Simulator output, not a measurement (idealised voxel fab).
Process module under the name voxel wiring stack
Cross-section cut: width 260 nm, square cells of 5 nm.
Bands, listed from the top down, are how a cross-section gets written in this document; the cross-section itself is a grid of square cells, and a band is one or more rows of them.
For a band, the entry starts with two heights in nm, that of the top and then that of the bottom, and carries on with the band's materials in order from left to right, each alongside its width in nm; the word "throughout" beside a single material means it fills the band edge to edge, and "air" means empty space.
Height 0 is the level under which the wafer as received is all one material. The lowest band goes on downwards, as in "from 0 down".
Note: "30..40" means the width goes from the first number (top row of the band) to the second number (bottom row) in equal steps per row of cells.
Reading "no modifications" for a step: not a cell of the cross-section changed in it.
What "Enclosed internal cavities" gives you is every empty space of 8 cells or more that is cut off from the top. Each appears as width x height at distance, with the distance taken from the left edge and width, height and distance all in nm.
Past the settings on a step's line: simulator remark, on that step.
Regarding "overlay nm": on a step with a mask, it is the distance the mask lay to the right of its planned place; a negative value places it to the left.

So here's the lineup of process steps we planned
1: RECEIVE: material Si
2: CONFORMAL_DEP: material SiO2, thk nm 15
3: DIRECTIONAL_DEP: material TiN, thk nm 5
4: DIRECTIONAL_DEP: material Ru, thk nm 25
5: PATTERN: tone cover, mask id METAL_1, material resist, width nm 30, pitch nm 45, thk nm 15, overlay nm 0
6: DIRECTIONAL_ETCH: etch materials Ru, depth nm 25
7: DIRECTIONAL_ETCH: etch materials TiN, depth nm 5
8: STRIP: etch materials resist
9: CONFORMAL_DEP: material SiCN, thk nm 5
10: FILL_DEP: material SiO2, thk nm 5
11: CMP: height nm 45
12: CONFORMAL_DEP: material SiCN, thk nm 5
13: DIRECTIONAL_DEP: material lowk, thk nm 20
14: MASKED_ETCH: tone open, mask id PLUG_1, width nm 15, pitch nm 90, etch materials lowk, depth nm 20, overlay nm 0
15: MASKED_ETCH: tone open, mask id PLUG_1, width nm 15, pitch nm 90, etch materials SiCN, depth nm 5, overlay nm 0
16: EPI: material Ru, thk nm 10
17: EPI: material Ru, thk nm 10
18: EPI: material Ru, thk nm 5
19: CONFORMAL_DEP: material SiN, thk nm 5
20: DIRECTIONAL_DEP: material SiO2, thk nm 25
21: DIRECTIONAL_DEP: material aC, thk nm 15
22: PATTERN: tone open, mask id METAL_2, material resist, width nm 30, pitch nm 45, thk nm 35, overlay nm 0
23: DIRECTIONAL_ETCH: etch materials aC, depth nm 15
24: STRIP: etch materials resist
25: DIRECTIONAL_ETCH: etch materials SiO2, depth nm 25
26: DIRECTIONAL_ETCH: etch materials SiN, depth nm 5
27: STRIP: etch materials aC
28: CONFORMAL_DEP: material TiN, thk nm 5
29: FILL_DEP: material Ru, thk nm 10
30: CMP: height nm 100
31: EPI: material Ru, thk nm 5
32: FILL_DEP: material SiCN, thk nm 5
33: DIRECTIONAL_DEP: material lowk, thk nm 25
34: PATTERN: tone open, mask id METAL_3, material resist, width nm 30, pitch nm 45, thk nm 20, overlay nm 0
35: DIRECTIONAL_ETCH: etch materials lowk, depth nm 15
36: STRIP: etch materials resist
37: DIRECTIONAL_DEP: material aC, thk nm 15
38: PATTERN: tone open, mask id METAL_3_HOLES, material resist, width nm 15, pitch nm 45, thk nm 30, overlay nm 0
39: DIRECTIONAL_ETCH: etch materials aC, depth nm 15
40: STRIP: etch materials resist
41: DIRECTIONAL_ETCH: etch materials lowk, depth nm 10
42: DIRECTIONAL_ETCH: etch materials SiCN, depth nm 5
43: STRIP: etch materials aC
44: CONFORMAL_DEP: material TiN, thk nm 5
45: FILL_DEP: material Cu, thk nm 5
46: CMP: height nm 135
47: CONFORMAL_DEP: material SiN, thk nm 5

Cross-section of the wafer at receipt, which is the condition after step 1
from 0 down: Si throughout
Enclosed internal cavities: none

Here's the cross-section of the first of our two wafers at the end of the module - it ran as planned
from 140 to 135: SiN throughout
from 135 to 125: 70 of lowk, 5 of TiN, 20 of Cu, 5 of TiN, 15 of lowk, 5 of TiN, 20 of Cu, 5 of TiN, 15 of lowk, 5 of TiN, 20 of Cu, 5 of TiN, 70 of lowk
from 125 to 120: 70 of lowk, 5 of TiN, 5 of Cu, 20 of TiN, 15 of lowk, 5 of TiN, 5 of Cu, 20 of TiN, 15 of lowk, 5 of TiN, 5 of Cu, 20 of TiN, 70 of lowk
from 120 to 110: 70 of lowk, 5 of TiN, 5 of Cu, 5 of TiN, 30 of lowk, 5 of TiN, 5 of Cu, 5 of TiN, 30 of lowk, 5 of TiN, 5 of Cu, 5 of TiN, 85 of lowk
from 110 to 105: 70 of SiCN, 15 of TiN, 30 of SiCN, 15 of TiN, 30 of SiCN, 15 of TiN, 85 of SiCN
from 105 to 100: 65 of SiCN, 40 of Ru, 5 of SiCN, 40 of Ru, 5 of SiCN, 40 of Ru, 65 of SiCN
from 100 to 75: 70 of SiO2, 5 of TiN, 20 of Ru, 5 of TiN, 15 of SiO2, 5 of TiN, 20 of Ru, 5 of TiN, 15 of SiO2, 5 of TiN, 20 of Ru, 5 of TiN, 70 of SiO2
from 75 to 70: 70 of SiN, 30 of TiN, 15 of SiN, 30 of TiN, 15 of SiN, 30 of TiN, 70 of SiN
from 70 to 50: 70 of lowk, 15 of Ru, 75 of lowk, 15 of Ru, 85 of lowk
from 50 to 45: 70 of SiCN, 15 of Ru, 75 of SiCN, 15 of Ru, 85 of SiCN
from 45 to 20: 65 of SiO2, 5 of SiCN, 30 of Ru, 5 of SiCN, 5 of SiO2, 5 of SiCN, 30 of Ru, 5 of SiCN, 5 of SiO2, 5 of SiCN, 30 of Ru, 5 of SiCN, 65 of SiO2
from 20 to 15: 70 of SiCN, 30 of TiN, 15 of SiCN, 30 of TiN, 15 of SiCN, 30 of TiN, 70 of SiCN
from 15 to 0: SiO2 throughout
from 0 down: Si throughout
Enclosed internal cavities: none

Wafer two, end of module, cross-section. Same start, same plan as wafer one. One mistake in the run
from 140 to 135: SiN throughout
from 135 to 125: 70 of lowk, 5 of TiN, 20 of Cu, 5 of TiN, 15 of lowk, 5 of TiN, 20 of Cu, 5 of TiN, 15 of lowk, 5 of TiN, 20 of Cu, 5 of TiN, 70 of lowk
from 125 to 120: 70 of lowk, 5 of TiN, 5 of Cu, 20 of TiN, 15 of lowk, 5 of TiN, 5 of Cu, 20 of TiN, 15 of lowk, 5 of TiN, 5 of Cu, 20 of TiN, 70 of lowk
from 120 to 110: 70 of lowk, 5 of TiN, 5 of Cu, 5 of TiN, 30 of lowk, 5 of TiN, 5 of Cu, 5 of TiN, 30 of lowk, 5 of TiN, 5 of Cu, 5 of TiN, 85 of lowk
from 110 to 105: 70 of SiCN, 15 of TiN, 30 of SiCN, 15 of TiN, 30 of SiCN, 15 of TiN, 85 of SiCN
from 105 to 100: 65 of SiCN, 40 of Ru, 5 of SiCN, 40 of Ru, 5 of SiCN, 40 of Ru, 65 of SiCN
from 100 to 85: 70 of SiO2, 5 of TiN, 20 of Ru, 5 of TiN, 15 of SiO2, 5 of TiN, 20 of Ru, 5 of TiN, 15 of SiO2, 5 of TiN, 20 of Ru, 5 of TiN, 70 of SiO2
from 85 to 80: 55 of SiO2, 15 of SiN, 30 of TiN, 15 of SiO2, 5 of TiN, 20 of Ru, 5 of TiN, 15 of SiN, 30 of TiN, 70 of SiO2
from 80 to 75: 55 of SiO2, 5 of SiN, 35 of Ru, 5 of SiN, 15 of SiO2, 5 of TiN, 20 of Ru, 5 of TiN, 5 of SiN, 35 of Ru, 5 of SiN, 70 of SiO2
from 75 to 70: 60 of SiN, 35 of Ru, 20 of SiN, 30 of TiN, 5 of SiN, 35 of Ru, 75 of SiN
from 70 to 50: 70 of lowk, 15 of Ru, 75 of lowk, 15 of Ru, 85 of lowk
from 50 to 45: 70 of SiCN, 15 of Ru, 75 of SiCN, 15 of Ru, 85 of SiCN
from 45 to 20: 65 of SiO2, 5 of SiCN, 30 of Ru, 5 of SiCN, 5 of SiO2, 5 of SiCN, 30 of Ru, 5 of SiCN, 5 of SiO2, 5 of SiCN, 30 of Ru, 5 of SiCN, 65 of SiO2
from 20 to 15: 70 of SiCN, 30 of TiN, 15 of SiCN, 30 of TiN, 15 of SiCN, 30 of TiN, 70 of SiCN
from 15 to 0: SiO2 throughout
from 0 down: Si throughout
Enclosed internal cavities: none
What was the processing mistake? a duplicate execution occurred for one of the equivalent steps 16 and 17, which one being indeterminable
Final wafer comparison in cells, second versus first, more or fewer per material: +12 Ru | +8 SiN | -12 SiO2 | -8 TiN
